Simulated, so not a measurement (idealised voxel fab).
A process module follows: voxel trench capacitor.
The cross-section shown here is cut; it is 165 nm wide and divided into square cells measuring 5 nm on a side.
Cross-section spec: square-cell grid; bands listed top down; each band is one or more rows. Heights first: top, then bottom, in nm. Then materials, left to right, each with a width in nm. "edge to edge" on a single material: fills the band edge to edge. "air": empty space. The level at which height equals 0 is the one under which the wafer, as it arrives, is entirely one material. No lower edge exists for the bottom band, which continues downward and is notated as in "0 -> down". Read "30 to 40" as a graded width: first number on top, second number at the bottom, same change between each pair of neighbouring rows. "nothing was modified" (step): cross-section cells unchanged, all of them. So "Non-vented voids" is basically the list of trapped voids: any empty space of 8 cells or more that can't reach the top through an opening. They're written width x height at distance, the distance being from the left edge, and it's all nm. Step line, after settings: the simulator's comment on this step. The "overlay nm" setting may appear on a step's line; for a step that uses a mask, it gives how far to the right of its planned position the mask lay, and a negative value indicates the left.

### This section lists the process steps that were planned
1. RECEIVE | material Si
2. CONFORMAL_DEP | material SiN | thk nm 10
3. MASKED_ETCH | tone open | mask id TRENCH | width nm 30 | pitch nm 50 | etch materials SiN | depth nm 10 | overlay nm 0
4. MASKED_ETCH | tone open | mask id TRENCH | width nm 30 | pitch nm 50 | etch materials Si | depth nm 15 | overlay nm 0
5. CONFORMAL_DEP | material Al2O3 | thk nm 5
6. CONFORMAL_DEP | material TiN | thk nm 5
7. FILL_DEP | material W | thk nm 10
8. CMP | height nm 10
Keep in mind the plan's value for the depth nm of step 4 comes from the first wafer; the wafers don't share that setting, but they do share the same starting point.

### The first of several wafers in cross-section, exactly as it reached us after step 1
  0 -> down  Si edge to edge
  Non-vented voids: none

### Cross-section after step 8, the final step of the module, for the first of several wafers
  10 -> 0  SiN 15 / Al2O3 5 / TiN 5 / W 10 / TiN 5 / Al2O3 5 / SiN 20 / Al2O3 5 / TiN 5 / W 10 / TiN 5 / Al2O3 5 / SiN 20 / Al2O3 5 / TiN 5 / W 10 / TiN 5 / Al2O3 5 / SiN 20
  0 -> -5  Si 15 / Al2O3 5 / TiN 5 / W 10 / TiN 5 / Al2O3 5 / Si 20 / Al2O3 5 / TiN 5 / W 10 / TiN 5 / Al2O3 5 / Si 20 / Al2O3 5 / TiN 5 / W 10 / TiN 5 / Al2O3 5 / Si 20
  -5 -> -10  Si 15 / Al2O3 5 / TiN 20 / Al2O3 5 / Si 20 / Al2O3 5 / TiN 20 / Al2O3 5 / Si 20 / Al2O3 5 / TiN 20 / Al2O3 5 / Si 20
  -10 -> -15  Si 15 / Al2O3 30 / Si 20 / Al2O3 30 / Si 20 / Al2O3 30 / Si 20
  -15 -> down  Si edge to edge
  Non-vented voids: none

### last wafer at the end
  10 -> 0  SiN 15 / Al2O3 5 / TiN 5 / W 10 / TiN 5 / Al2O3 5 / SiN 20 / Al2O3 5 / TiN 5 / W 10 / TiN 5 / Al2O3 5 / SiN 20 / Al2O3 5 / TiN 5 / W 10 / TiN 5 / Al2O3 5 / SiN 20
  0 -> -30  Si 15 / Al2O3 5 / TiN 5 / W 10 / TiN 5 / Al2O3 5 / Si 20 / Al2O3 5 / TiN 5 / W 10 / TiN 5 / Al2O3 5 / Si 20 / Al2O3 5 / TiN 5 / W 10 / TiN 5 / Al2O3 5 / Si 20
  -30 -> -35  Si 15 / Al2O3 5 / TiN 20 / Al2O3 5 / Si 20 / Al2O3 5 / TiN 20 / Al2O3 5 / Si 20 / Al2O3 5 / TiN 20 / Al2O3 5 / Si 20
  -35 -> -40  Si 15 / Al2O3 30 / Si 20 / Al2O3 30 / Si 20 / Al2O3 30 / Si 20
  -40 -> down  Si edge to edge
  Non-vented voids: none

### Row per wafer, end-of-module: cell gain (+)/loss (-) by material since the wafer came in, then closed voids
depth nm 15 | +42 Al2O3 | -54 Si | +30 SiN | +30 TiN | +18 W | Non-vented voids: none
depth nm 20 | +48 Al2O3 | -72 Si | +30 SiN | +36 TiN | +24 W | Non-vented voids: none
depth nm 25 | +54 Al2O3 | -90 Si | +30 SiN | +42 TiN | +30 W | Non-vented voids: none
depth nm 30 | +60 Al2O3 | -108 Si | +30 SiN | +48 TiN | +36 W | Non-vented voids: none
depth nm 35 | +66 Al2O3 | -126 Si | +30 SiN | +54 TiN | +42 W | Non-vented voids: none
depth nm 40 | +72 Al2O3 | -144 Si | +30 SiN | +60 TiN | +48 W | Non-vented voids: none
